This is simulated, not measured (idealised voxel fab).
The following process module bears the name voxel wiring stack.
FYI the section here is cut, 240 nm wide, cells are 5 nm squares.
How to read a cross-section here: the picture is a grid of square cells, written as bands going from the top down, and any band can span one or more rows of cells. Quick guide to a band line: top height, bottom height (nm) up front; then every material left to right with its width in nm. Only one material and it's marked "all across"? Then it fills the band edge to edge. And "empty" just means empty space. Heads up on the height convention: 0 is the point under which the incoming wafer is all one material, and the lowest band has no bottom, it just keeps going down, like "0 and below". A width given as "30 to 40" starts at the first number in the band's top row and ends at the second number in its bottom row, shifting by an equal amount at every step from row to row. When a step is marked "no change occurred", none of the cells in the cross-section changed during that step. Listed in "Listed closed voids": every empty space of 8 or more cells without an open way to the top. Form: width x height at distance, the distance being from the left edge, all in nm. Step line, after settings: the simulator's comment on this step. overlay nm: how far to the right of its planned place the mask lay on this masked step (negative: to the left).

**Listed below are the process steps as planned**
1,RECEIVE [material Si]
2,CONFORMAL_DEP [material SiO2] [thk nm 15]
3,DIRECTIONAL_DEP [material TiN] [thk nm 5]
4,DIRECTIONAL_DEP [material Ru] [thk nm 20]
5,MASKED_ETCH [tone cover] [mask id METAL_1] [width nm 25] [pitch nm 50] [etch materials Ru] [depth nm 20] [overlay nm 0]
6,MASKED_ETCH [tone cover] [mask id METAL_1] [width nm 25] [pitch nm 50] [etch materials TiN] [depth nm 5] [overlay nm 0]
7,CONFORMAL_DEP [material SiCN] [thk nm 5]
8,FILL_DEP [material lowk] [thk nm 5]
9,CMP [height nm 40]
10,CONFORMAL_DEP [material SiCN] [thk nm 5]
11,DIRECTIONAL_DEP [material SiO2] [thk nm 20]
12,DIRECTIONAL_DEP [material aC] [thk nm 15]
13,PATTERN [tone open] [mask id PLUG_1] [material resist] [width nm 15] [pitch nm 100] [thk nm 30] [overlay nm 0]
14,DIRECTIONAL_ETCH [etch materials aC] [depth nm 15]
15,STRIP [etch materials resist]
16,DIRECTIONAL_ETCH [etch materials SiO2] [depth nm 20]
17,DIRECTIONAL_ETCH [etch materials SiCN] [depth nm 5]
18,STRIP [etch materials aC]
19,CONFORMAL_DEP [material TiN] [thk nm 5]
20,FILL_DEP [material Cu] [thk nm 5]
21,CMP [height nm 65]
22,DIRECTIONAL_DEP [material TiN] [thk nm 5]
23,DIRECTIONAL_DEP [material Ru] [thk nm 20]
24,MASKED_ETCH [tone cover] [mask id METAL_2] [width nm 25] [pitch nm 50] [etch materials Ru] [depth nm 20] [overlay nm 0]
25,MASKED_ETCH [tone cover] [mask id METAL_2] [width nm 25] [pitch nm 50] [etch materials TiN] [depth nm 5] [overlay nm 0]
26,CONFORMAL_DEP [material SiCN] [thk nm 5]
27,FILL_DEP [material lowk] [thk nm 10]
28,CMP [height nm 90]
29,CONFORMAL_DEP [material SiCN] [thk nm 5]
30,DIRECTIONAL_DEP [material lowk] [thk nm 30]
31,DIRECTIONAL_DEP [material aC] [thk nm 15]
32,PATTERN [tone open] [mask id METAL_3] [material resist] [width nm 25] [pitch nm 50] [thk nm 35] [overlay nm 0]
33,DIRECTIONAL_ETCH [etch materials aC] [depth nm 15]
34,STRIP [etch materials resist]
35,DIRECTIONAL_ETCH [etch materials lowk] [depth nm 20]
36,STRIP [etch materials aC]
37,MASKED_ETCH [tone open] [mask id METAL_3_HOLES] [width nm 15] [pitch nm 100] [etch materials lowk] [depth nm 10] [overlay nm 0]
38,MASKED_ETCH [tone open] [mask id METAL_3_HOLES] [width nm 15] [pitch nm 100] [etch materials SiCN] [depth nm 5] [overlay nm 0]
39,CONFORMAL_DEP [material TiN] [thk nm 5]
40,FILL_DEP [material Cu] [thk nm 5]
41,CMP [height nm 125]
42,CONFORMAL_DEP [material SiCN] [thk nm 5]

**What follows covers the first of two wafers; it ran as planned**

**Incoming wafer, cross-sectional view, post step 1**
* 0 and below | Si all across
* Listed closed voids: none

**Cross-section of the wafer subsequent to step 2**
* 15 down to 0 | SiO2 all across
* All layers under 0 are left as they were.

**Cross-section of the wafer subsequent to step 3**
* 20 down to 15 | TiN all across
* All layers under 15 are left as they were.

**Cross-section of the wafer subsequent to step 4**
* 40 down to 20 | Ru all across
* All layers under 20 are left as they were.

**Cross-section of the wafer subsequent to step 5**
* 40 down to 20 | empty: 55, then Ru: 25, then empty: 25, then Ru: 25, then empty: 25, then Ru: 25, then empty: 60
* All layers under 20 are left as they were.

**Cross-section of the wafer subsequent to step 6**
* 40 down to 20 | empty: 55, then Ru: 25, then empty: 25, then Ru: 25, then empty: 25, then Ru: 25, then empty: 60
* 20 down to 15 | empty: 55, then TiN: 25, then empty: 25, then TiN: 25, then empty: 25, then TiN: 25, then empty: 60
* All layers under 15 are left as they were.

**Cross-section of the wafer subsequent to step 7**
* 45 down to 40 | empty: 50, then SiCN: 35, then empty: 15, then SiCN: 35, then empty: 15, then SiCN: 35, then empty: 55
* 40 down to 20 | empty: 50, then SiCN: 5, then Ru: 25, then SiCN: 5, then empty: 15, then SiCN: 5, then Ru: 25, then SiCN: 5, then empty: 15, then SiCN: 5, then Ru: 25, then SiCN: 5, then empty: 55
* 20 down to 15 | SiCN: 55, then TiN: 25, then SiCN: 25, then TiN: 25, then SiCN: 25, then TiN: 25, then SiCN: 60
* All layers under 15 are left as they were.

**Cross-section of the wafer subsequent to step 8**
* 50 down to 45 | lowk all across
* 45 down to 40 | lowk: 50, then SiCN: 35, then lowk: 15, then SiCN: 35, then lowk: 15, then SiCN: 35, then lowk: 55
* 40 down to 20 | lowk: 50, then SiCN: 5, then Ru: 25, then SiCN: 5, then lowk: 15, then SiCN: 5, then Ru: 25, then SiCN: 5, then lowk: 15, then SiCN: 5, then Ru: 25, then SiCN: 5, then lowk: 55
* All layers under 20 are left as they were.

**Cross-section of the wafer subsequent to step 9**
* 40 down to 20 | lowk: 50, then SiCN: 5, then Ru: 25, then SiCN: 5, then lowk: 15, then SiCN: 5, then Ru: 25, then SiCN: 5, then lowk: 15, then SiCN: 5, then Ru: 25, then SiCN: 5, then lowk: 55
* All layers under 20 are left as they were.

**Cross-section of the wafer subsequent to step 10**
* 45 down to 40 | SiCN all across
* All layers under 40 are left as they were.

**Cross-section of the wafer subsequent to step 11**
* 65 down to 45 | SiO2 all across
* All layers under 45 are left as they were.

**Cross-section of the wafer subsequent to step 12**
* 80 down to 65 | aC all across
* All layers under 65 are left as they were.

**Cross-section of the wafer subsequent to step 13**
* 110 down to 80 | resist: 55, then empty: 15, then resist: 85, then empty: 15, then resist: 70
* All layers under 80 are left as they were.

**Cross-section of the wafer subsequent to step 14**
* 95 down to 80 | resist: 55, then empty: 15, then resist: 85, then empty: 15, then resist: 70
* 80 down to 65 | aC: 55, then empty: 15, then aC: 85, then empty: 15, then aC: 70
* All layers under 65 are left as they were.

**Cross-section of the wafer subsequent to step 15**
* 80 down to 65 | aC: 55, then empty: 15, then aC: 85, then empty: 15, then aC: 70
* All layers under 65 are left as they were.

**Cross-section of the wafer subsequent to step 16**
* 80 down to 65 | aC: 55, then empty: 15, then aC: 85, then empty: 15, then aC: 70
* 65 down to 45 | SiO2: 55, then empty: 15, then SiO2: 85, then empty: 15, then SiO2: 70
* All layers under 45 are left as they were.

**Cross-section of the wafer subsequent to step 17**
* 80 down to 65 | aC: 55, then empty: 15, then aC: 85, then empty: 15, then aC: 70
* 65 down to 45 | SiO2: 55, then empty: 15, then SiO2: 85, then empty: 15, then SiO2: 70
* 45 down to 40 | SiCN: 55, then empty: 15, then SiCN: 85, then empty: 15, then SiCN: 70
* All layers under 40 are left as they were.

**Cross-section of the wafer subsequent to step 18**
* 65 down to 45 | SiO2: 55, then empty: 15, then SiO2: 85, then empty: 15, then SiO2: 70
* All layers under 45 are left as they were.

**Cross-section of the wafer subsequent to step 19**
* 70 down to 65 | TiN: 60, then empty: 5, then TiN: 95, then empty: 5, then TiN: 75
* 65 down to 45 | SiO2: 55, then TiN: 5, then empty: 5, then TiN: 5, then SiO2: 85, then TiN: 5, then empty: 5, then TiN: 5, then SiO2: 70
* 45 down to 40 | SiCN: 55, then TiN: 15, then SiCN: 85, then TiN: 15, then SiCN: 70
* All layers under 40 are left as they were.

**Cross-section of the wafer subsequent to step 20**
* 75 down to 70 | Cu all across
* 70 down to 65 | TiN: 60, then Cu: 5, then TiN: 95, then Cu: 5, then TiN: 75
* 65 down to 45 | SiO2: 55, then TiN: 5, then Cu: 5, then TiN: 5, then SiO2: 85, then TiN: 5, then Cu: 5, then TiN: 5, then SiO2: 70
* All layers under 45 are left as they were.

**Cross-section of the wafer subsequent to step 21**
* 65 down to 45 | SiO2: 55, then TiN: 5, then Cu: 5, then TiN: 5, then SiO2: 85, then TiN: 5, then Cu: 5, then TiN: 5, then SiO2: 70
* All layers under 45 are left as they were.

**Cross-section of the wafer subsequent to step 22**
* 70 down to 65 | TiN all across
* All layers under 65 are left as they were.

**Cross-section of the wafer subsequent to step 23**
* 90 down to 70 | Ru all across
* All layers under 70 are left as they were.

**Cross-section of the wafer subsequent to step 24**
* 90 down to 70 | empty: 55, then Ru: 25, then empty: 25, then Ru: 25, then empty: 25, then Ru: 25, then empty: 60
* All layers under 70 are left as they were.

**Cross-section of the wafer subsequent to step 25**
* 90 down to 70 | empty: 55, then Ru: 25, then empty: 25, then Ru: 25, then empty: 25, then Ru: 25, then empty: 60
* 70 down to 65 | empty: 55, then TiN: 25, then empty: 25, then TiN: 25, then empty: 25, then TiN: 25, then empty: 60
* All layers under 65 are left as they were.

**Cross-section of the wafer subsequent to step 26**
* 95 down to 90 | empty: 50, then SiCN: 35, then empty: 15, then SiCN: 35, then empty: 15, then SiCN: 35, then empty: 55
* 90 down to 70 | empty: 50, then SiCN: 5, then Ru: 25, then SiCN: 5, then empty: 15, then SiCN: 5, then Ru: 25, then SiCN: 5, then empty: 15, then SiCN: 5, then Ru: 25, then SiCN: 5, then empty: 55
* 70 down to 65 | SiCN: 55, then TiN: 25, then SiCN: 25, then TiN: 25, then SiCN: 25, then TiN: 25, then SiCN: 60
* All layers under 65 are left as they were.

**Cross-section of the wafer subsequent to step 27**
* 105 down to 95 | lowk all across
* 95 down to 90 | lowk: 50, then SiCN: 35, then lowk: 15, then SiCN: 35, then lowk: 15, then SiCN: 35, then lowk: 55
* 90 down to 70 | lowk: 50, then SiCN: 5, then Ru: 25, then SiCN: 5, then lowk: 15, then SiCN: 5, then Ru: 25, then SiCN: 5, then lowk: 15, then SiCN: 5, then Ru: 25, then SiCN: 5, then lowk: 55
* All layers under 70 are left as they were.

**Cross-section of the wafer subsequent to step 28**
* 90 down to 70 | lowk: 50, then SiCN: 5, then Ru: 25, then SiCN: 5, then lowk: 15, then SiCN: 5, then Ru: 25, then SiCN: 5, then lowk: 15, then SiCN: 5, then Ru: 25, then SiCN: 5, then lowk: 55
* All layers under 70 are left as they were.

**Cross-section of the wafer subsequent to step 29**
* 95 down to 90 | SiCN all across
* All layers under 90 are left as they were.

**Cross-section of the wafer subsequent to step 30**
* 125 down to 95 | lowk all across
* All layers under 95 are left as they were.

**Cross-section of the wafer subsequent to step 31**
* 140 down to 125 | aC all across
* All layers under 125 are left as they were.

**Cross-section of the wafer subsequent to step 32**
* 175 down to 140 | resist: 55, then empty: 25, then resist: 25, then empty: 25, then resist: 25, then empty: 25, then resist: 60
* All layers under 140 are left as they were.

**Cross-section of the wafer subsequent to step 33**
* 160 down to 140 | resist: 55, then empty: 25, then resist: 25, then empty: 25, then resist: 25, then empty: 25, then resist: 60
* 140 down to 125 | aC: 55, then empty: 25, then aC: 25, then empty: 25, then aC: 25, then empty: 25, then aC: 60
* All layers under 125 are left as they were.

**Cross-section of the wafer subsequent to step 34**
* 140 down to 125 | aC: 55, then empty: 25, then aC: 25, then empty: 25, then aC: 25, then empty: 25, then aC: 60
* All layers under 125 are left as they were.

**Cross-section of the wafer subsequent to step 35**
* 140 down to 125 | aC: 55, then empty: 25, then aC: 25, then empty: 25, then aC: 25, then empty: 25, then aC: 60
* 125 down to 105 | lowk: 55, then empty: 25, then lowk: 25, then empty: 25, then lowk: 25, then empty: 25, then lowk: 60
* All layers under 105 are left as they were.

**Cross-section of the wafer subsequent to step 36**
* 125 down to 105 | lowk: 55, then empty: 25, then lowk: 25, then empty: 25, then lowk: 25, then empty: 25, then lowk: 60
* All layers under 105 are left as they were.

**Cross-section of the wafer subsequent to step 37**
* 125 down to 105 | lowk: 55, then empty: 25, then lowk: 25, then empty: 25, then lowk: 25, then empty: 25, then lowk: 60
* 105 down to 95 | lowk: 55, then empty: 15, then lowk: 85, then empty: 15, then lowk: 70
* All layers under 95 are left as they were.

**Cross-section of the wafer subsequent to step 38**
* 125 down to 105 | lowk: 55, then empty: 25, then lowk: 25, then empty: 25, then lowk: 25, then empty: 25, then lowk: 60
* 105 down to 95 | lowk: 55, then empty: 15, then lowk: 85, then empty: 15, then lowk: 70
* 95 down to 90 | SiCN: 55, then empty: 15, then SiCN: 85, then empty: 15, then SiCN: 70
* All layers under 90 are left as they were.

**Cross-section of the wafer subsequent to step 39**
* 130 down to 125 | TiN: 60, then empty: 15, then TiN: 35, then empty: 15, then TiN: 35, then empty: 15, then TiN: 65
* 125 down to 110 | lowk: 55, then TiN: 5, then empty: 15, then TiN: 5, then lowk: 25, then TiN: 5, then empty: 15, then TiN: 5, then lowk: 25, then TiN: 5, then empty: 15, then TiN: 5, then lowk: 60
* 110 down to 105 | lowk: 55, then TiN: 5, then empty: 5, then TiN: 15, then lowk: 25, then TiN: 25, then lowk: 25, then TiN: 5, then empty: 5, then TiN: 15, then lowk: 60
* 105 down to 95 | lowk: 55, then TiN: 5, then empty: 5, then TiN: 5, then lowk: 85, then TiN: 5, then empty: 5, then TiN: 5, then lowk: 70
* 95 down to 90 | SiCN: 55, then TiN: 15, then SiCN: 85, then TiN: 15, then SiCN: 70
* All layers under 90 are left as they were.

**Cross-section of the wafer subsequent to step 40**
* 135 down to 130 | Cu all across
* 130 down to 125 | TiN: 60, then Cu: 15, then TiN: 35, then Cu: 15, then TiN: 35, then Cu: 15, then TiN: 65
* 125 down to 110 | lowk: 55, then TiN: 5, then Cu: 15, then TiN: 5, then lowk: 25, then TiN: 5, then Cu: 15, then TiN: 5, then lowk: 25, then TiN: 5, then Cu: 15, then TiN: 5, then lowk: 60
* 110 down to 105 | lowk: 55, then TiN: 5, then Cu: 5, then TiN: 15, then lowk: 25, then TiN: 25, then lowk: 25, then TiN: 5, then Cu: 5, then TiN: 15, then lowk: 60
* 105 down to 95 | lowk: 55, then TiN: 5, then Cu: 5, then TiN: 5, then lowk: 85, then TiN: 5, then Cu: 5, then TiN: 5, then lowk: 70
* All layers under 95 are left as they were.

**Cross-section of the wafer subsequent to step 41**
* 125 down to 110 | lowk: 55, then TiN: 5, then Cu: 15, then TiN: 5, then lowk: 25, then TiN: 5, then Cu: 15, then TiN: 5, then lowk: 25, then TiN: 5, then Cu: 15, then TiN: 5, then lowk: 60
* All layers under 110 are left as they were.

**Cross-section of the wafer subsequent to step 42**
* 130 down to 125 | SiCN all across
* All layers under 125 are left as they were.

**Wafer two of two - same starting point, same process plan, one mistake in execution; matches wafer one up to and including step 1**

**Cross-sectional representation of the second wafer at the time designated in the plan for the completion of step 2**
* 5 down to 0 | TiN all across
* All layers under 0 are left as they were.

**Cross-sectional representation of the second wafer at the time designated in the plan for the completion of step 3**
* 20 down to 5 | SiO2 all across
* All layers under 5 are left as they were.

**Cross-sectional representation of the second wafer at the time designated in the plan for the completion of step 4**
* 40 down to 20 | Ru all across
* All layers under 20 are left as they were.

**Cross-sectional representation of the second wafer at the time designated in the plan for the completion of step 5**
* 40 down to 20 | empty: 55, then Ru: 25, then empty: 25, then Ru: 25, then empty: 25, then Ru: 25, then empty: 60
* All layers under 20 are left as they were.

Cross-sectional representation of the second wafer at the time designated in the plan for the completion of step 6: no change occurred

**Cross-sectional representation of the second wafer at the time designated in the plan for the completion of step 7**
* 45 down to 40 | empty: 50, then SiCN: 35, then empty: 15, then SiCN: 35, then empty: 15, then SiCN: 35, then empty: 55
* 40 down to 25 | empty: 50, then SiCN: 5, then Ru: 25, then SiCN: 5, then empty: 15, then SiCN: 5, then Ru: 25, then SiCN: 5, then empty: 15, then SiCN: 5, then Ru: 25, then SiCN: 5, then empty: 55
* 25 down to 20 | SiCN: 55, then Ru: 25, then SiCN: 25, then Ru: 25, then SiCN: 25, then Ru: 25, then SiCN: 60
* All layers under 20 are left as they were.

**Cross-sectional representation of the second wafer at the time designated in the plan for the completion of step 8**
* 50 down to 45 | lowk all across
* 45 down to 40 | lowk: 50, then SiCN: 35, then lowk: 15, then SiCN: 35, then lowk: 15, then SiCN: 35, then lowk: 55
* 40 down to 25 | lowk: 50, then SiCN: 5, then Ru: 25, then SiCN: 5, then lowk: 15, then SiCN: 5, then Ru: 25, then SiCN: 5, then lowk: 15, then SiCN: 5, then Ru: 25, then SiCN: 5, then lowk: 55
* All layers under 25 are left as they were.

**Cross-sectional representation of the second wafer at the time designated in the plan for the completion of step 9**
* 40 down to 25 | lowk: 50, then SiCN: 5, then Ru: 25, then SiCN: 5, then lowk: 15, then SiCN: 5, then Ru: 25, then SiCN: 5, then lowk: 15, then SiCN: 5, then Ru: 25, then SiCN: 5, then lowk: 55
* All layers under 25 are left as they were.

**Cross-sectional representation of the second wafer at the time designated in the plan for the completion of step 10**
* 45 down to 40 | SiCN all across
* All layers under 40 are left as they were.

**Cross-sectional representation of the second wafer at the time designated in the plan for the completion of step 11**
* 65 down to 45 | SiO2 all across
* All layers under 45 are left as they were.

**Cross-sectional representation of the second wafer at the time designated in the plan for the completion of step 12**
* 80 down to 65 | aC all across
* All layers under 65 are left as they were.

**Cross-sectional representation of the second wafer at the time designated in the plan for the completion of step 13**
* 110 down to 80 | resist: 55, then empty: 15, then resist: 85, then empty: 15, then resist: 70
* All layers under 80 are left as they were.

**Cross-sectional representation of the second wafer at the time designated in the plan for the completion of step 14**
* 95 down to 80 | resist: 55, then empty: 15, then resist: 85, then empty: 15, then resist: 70
* 80 down to 65 | aC: 55, then empty: 15, then aC: 85, then empty: 15, then aC: 70
* All layers under 65 are left as they were.

**Cross-sectional representation of the second wafer at the time designated in the plan for the completion of step 15**
* 80 down to 65 | aC: 55, then empty: 15, then aC: 85, then empty: 15, then aC: 70
* All layers under 65 are left as they were.

**Cross-sectional representation of the second wafer at the time designated in the plan for the completion of step 16**
* 80 down to 65 | aC: 55, then empty: 15, then aC: 85, then empty: 15, then aC: 70
* 65 down to 45 | SiO2: 55, then empty: 15, then SiO2: 85, then empty: 15, then SiO2: 70
* All layers under 45 are left as they were.

**Cross-sectional representation of the second wafer at the time designated in the plan for the completion of step 17**
* 80 down to 65 | aC: 55, then empty: 15, then aC: 85, then empty: 15, then aC: 70
* 65 down to 45 | SiO2: 55, then empty: 15, then SiO2: 85, then empty: 15, then SiO2: 70
* 45 down to 40 | SiCN: 55, then empty: 15, then SiCN: 85, then empty: 15, then SiCN: 70
* All layers under 40 are left as they were.

**Cross-sectional representation of the second wafer at the time designated in the plan for the completion of step 18**
* 65 down to 45 | SiO2: 55, then empty: 15, then SiO2: 85, then empty: 15, then SiO2: 70
* All layers under 45 are left as they were.

**Cross-sectional representation of the second wafer at the time designated in the plan for the completion of step 19**
* 70 down to 65 | TiN: 60, then empty: 5, then TiN: 95, then empty: 5, then TiN: 75
* 65 down to 45 | SiO2: 55, then TiN: 5, then empty: 5, then TiN: 5, then SiO2: 85, then TiN: 5, then empty: 5, then TiN: 5, then SiO2: 70
* 45 down to 40 | SiCN: 55, then TiN: 15, then SiCN: 85, then TiN: 15, then SiCN: 70
* All layers under 40 are left as they were.

**Cross-sectional representation of the second wafer at the time designated in the plan for the completion of step 20**
* 75 down to 70 | Cu all across
* 70 down to 65 | TiN: 60, then Cu: 5, then TiN: 95, then Cu: 5, then TiN: 75
* 65 down to 45 | SiO2: 55, then TiN: 5, then Cu: 5, then TiN: 5, then SiO2: 85, then TiN: 5, then Cu: 5, then TiN: 5, then SiO2: 70
* All layers under 45 are left as they were.

**Cross-sectional representation of the second wafer at the time designated in the plan for the completion of step 21**
* 65 down to 45 | SiO2: 55, then TiN: 5, then Cu: 5, then TiN: 5, then SiO2: 85, then TiN: 5, then Cu: 5, then TiN: 5, then SiO2: 70
* All layers under 45 are left as they were.

**Cross-sectional representation of the second wafer at the time designated in the plan for the completion of step 22**
* 70 down to 65 | TiN all across
* All layers under 65 are left as they were.

**Cross-sectional representation of the second wafer at the time designated in the plan for the completion of step 23**
* 90 down to 70 | Ru all across
* All layers under 70 are left as they were.

**Cross-sectional representation of the second wafer at the time designated in the plan for the completion of step 24**
* 90 down to 70 | empty: 55, then Ru: 25, then empty: 25, then Ru: 25, then empty: 25, then Ru: 25, then empty: 60
* All layers under 70 are left as they were.

**Cross-sectional representation of the second wafer at the time designated in the plan for the completion of step 25**
* 90 down to 70 | empty: 55, then Ru: 25, then empty: 25, then Ru: 25, then empty: 25, then Ru: 25, then empty: 60
* 70 down to 65 | empty: 55, then TiN: 25, then empty: 25, then TiN: 25, then empty: 25, then TiN: 25, then empty: 60
* All layers under 65 are left as they were.

**Cross-sectional representation of the second wafer at the time designated in the plan for the completion of step 26**
* 95 down to 90 | empty: 50, then SiCN: 35, then empty: 15, then SiCN: 35, then empty: 15, then SiCN: 35, then empty: 55
* 90 down to 70 | empty: 50, then SiCN: 5, then Ru: 25, then SiCN: 5, then empty: 15, then SiCN: 5, then Ru: 25, then SiCN: 5, then empty: 15, then SiCN: 5, then Ru: 25, then SiCN: 5, then empty: 55
* 70 down to 65 | SiCN: 55, then TiN: 25, then SiCN: 25, then TiN: 25, then SiCN: 25, then TiN: 25, then SiCN: 60
* All layers under 65 are left as they were.

**Cross-sectional representation of the second wafer at the time designated in the plan for the completion of step 27**
* 105 down to 95 | lowk all across
* 95 down to 90 | lowk: 50, then SiCN: 35, then lowk: 15, then SiCN: 35, then lowk: 15, then SiCN: 35, then lowk: 55
* 90 down to 70 | lowk: 50, then SiCN: 5, then Ru: 25, then SiCN: 5, then lowk: 15, then SiCN: 5, then Ru: 25, then SiCN: 5, then lowk: 15, then SiCN: 5, then Ru: 25, then SiCN: 5, then lowk: 55
* All layers under 70 are left as they were.

**Cross-sectional representation of the second wafer at the time designated in the plan for the completion of step 28**
* 90 down to 70 | lowk: 50, then SiCN: 5, then Ru: 25, then SiCN: 5, then lowk: 15, then SiCN: 5, then Ru: 25, then SiCN: 5, then lowk: 15, then SiCN: 5, then Ru: 25, then SiCN: 5, then lowk: 55
* All layers under 70 are left as they were.

**Cross-sectional representation of the second wafer at the time designated in the plan for the completion of step 29**
* 95 down to 90 | SiCN all across
* All layers under 90 are left as they were.

**Cross-sectional representation of the second wafer at the time designated in the plan for the completion of step 30**
* 125 down to 95 | lowk all across
* All layers under 95 are left as they were.

**Cross-sectional representation of the second wafer at the time designated in the plan for the completion of step 31**
* 140 down to 125 | aC all across
* All layers under 125 are left as they were.

**Cross-sectional representation of the second wafer at the time designated in the plan for the completion of step 32**
* 175 down to 140 | resist: 55, then empty: 25, then resist: 25, then empty: 25, then resist: 25, then empty: 25, then resist: 60
* All layers under 140 are left as they were.

**Cross-sectional representation of the second wafer at the time designated in the plan for the completion of step 33**
* 160 down to 140 | resist: 55, then empty: 25, then resist: 25, then empty: 25, then resist: 25, then empty: 25, then resist: 60
* 140 down to 125 | aC: 55, then empty: 25, then aC: 25, then empty: 25, then aC: 25, then empty: 25, then aC: 60
* All layers under 125 are left as they were.

**Cross-sectional representation of the second wafer at the time designated in the plan for the completion of step 34**
* 140 down to 125 | aC: 55, then empty: 25, then aC: 25, then empty: 25, then aC: 25, then empty: 25, then aC: 60
* All layers under 125 are left as they were.

**Cross-sectional representation of the second wafer at the time designated in the plan for the completion of step 35**
* 140 down to 125 | aC: 55, then empty: 25, then aC: 25, then empty: 25, then aC: 25, then empty: 25, then aC: 60
* 125 down to 105 | lowk: 55, then empty: 25, then lowk: 25, then empty: 25, then lowk: 25, then empty: 25, then lowk: 60
* All layers under 105 are left as they were.

**Cross-sectional representation of the second wafer at the time designated in the plan for the completion of step 36**
* 125 down to 105 | lowk: 55, then empty: 25, then lowk: 25, then empty: 25, then lowk: 25, then empty: 25, then lowk: 60
* All layers under 105 are left as they were.

**Cross-sectional representation of the second wafer at the time designated in the plan for the completion of step 37**
* 125 down to 105 | lowk: 55, then empty: 25, then lowk: 25, then empty: 25, then lowk: 25, then empty: 25, then lowk: 60
* 105 down to 95 | lowk: 55, then empty: 15, then lowk: 85, then empty: 15, then lowk: 70
* All layers under 95 are left as they were.

**Cross-sectional representation of the second wafer at the time designated in the plan for the completion of step 38**
* 125 down to 105 | lowk: 55, then empty: 25, then lowk: 25, then empty: 25, then lowk: 25, then empty: 25, then lowk: 60
* 105 down to 95 | lowk: 55, then empty: 15, then lowk: 85, then empty: 15, then lowk: 70
* 95 down to 90 | SiCN: 55, then empty: 15, then SiCN: 85, then empty: 15, then SiCN: 70
* All layers under 90 are left as they were.

**Cross-sectional representation of the second wafer at the time designated in the plan for the completion of step 39**
* 130 down to 125 | TiN: 60, then empty: 15, then TiN: 35, then empty: 15, then TiN: 35, then empty: 15, then TiN: 65
* 125 down to 110 | lowk: 55, then TiN: 5, then empty: 15, then TiN: 5, then lowk: 25, then TiN: 5, then empty: 15, then TiN: 5, then lowk: 25, then TiN: 5, then empty: 15, then TiN: 5, then lowk: 60
* 110 down to 105 | lowk: 55, then TiN: 5, then empty: 5, then TiN: 15, then lowk: 25, then TiN: 25, then lowk: 25, then TiN: 5, then empty: 5, then TiN: 15, then lowk: 60
* 105 down to 95 | lowk: 55, then TiN: 5, then empty: 5, then TiN: 5, then lowk: 85, then TiN: 5, then empty: 5, then TiN: 5, then lowk: 70
* 95 down to 90 | SiCN: 55, then TiN: 15, then SiCN: 85, then TiN: 15, then SiCN: 70
* All layers under 90 are left as they were.

**Cross-sectional representation of the second wafer at the time designated in the plan for the completion of step 40**
* 135 down to 130 | Cu all across
* 130 down to 125 | TiN: 60, then Cu: 15, then TiN: 35, then Cu: 15, then TiN: 35, then Cu: 15, then TiN: 65
* 125 down to 110 | lowk: 55, then TiN: 5, then Cu: 15, then TiN: 5, then lowk: 25, then TiN: 5, then Cu: 15, then TiN: 5, then lowk: 25, then TiN: 5, then Cu: 15, then TiN: 5, then lowk: 60
* 110 down to 105 | lowk: 55, then TiN: 5, then Cu: 5, then TiN: 15, then lowk: 25, then TiN: 25, then lowk: 25, then TiN: 5, then Cu: 5, then TiN: 15, then lowk: 60
* 105 down to 95 | lowk: 55, then TiN: 5, then Cu: 5, then TiN: 5, then lowk: 85, then TiN: 5, then Cu: 5, then TiN: 5, then lowk: 70
* All layers under 95 are left as they were.

**Cross-sectional representation of the second wafer at the time designated in the plan for the completion of step 41**
* 125 down to 110 | lowk: 55, then TiN: 5, then Cu: 15, then TiN: 5, then lowk: 25, then TiN: 5, then Cu: 15, then TiN: 5, then lowk: 25, then TiN: 5, then Cu: 15, then TiN: 5, then lowk: 60
* All layers under 110 are left as they were.

**Cross-sectional representation of the second wafer at the time designated in the plan for the completion of step 42**
* 130 down to 125 | SiCN all across
* All layers under 125 are left as they were.
Error vs. plan: steps 2 and 3 got flipped, so each one ran where the other should have
Looking at both finished wafers in cells, the second ends up ahead of or behind the first on some materials: SiCN: 6 fewer; TiN: 33 more; lowk: 27 fewer
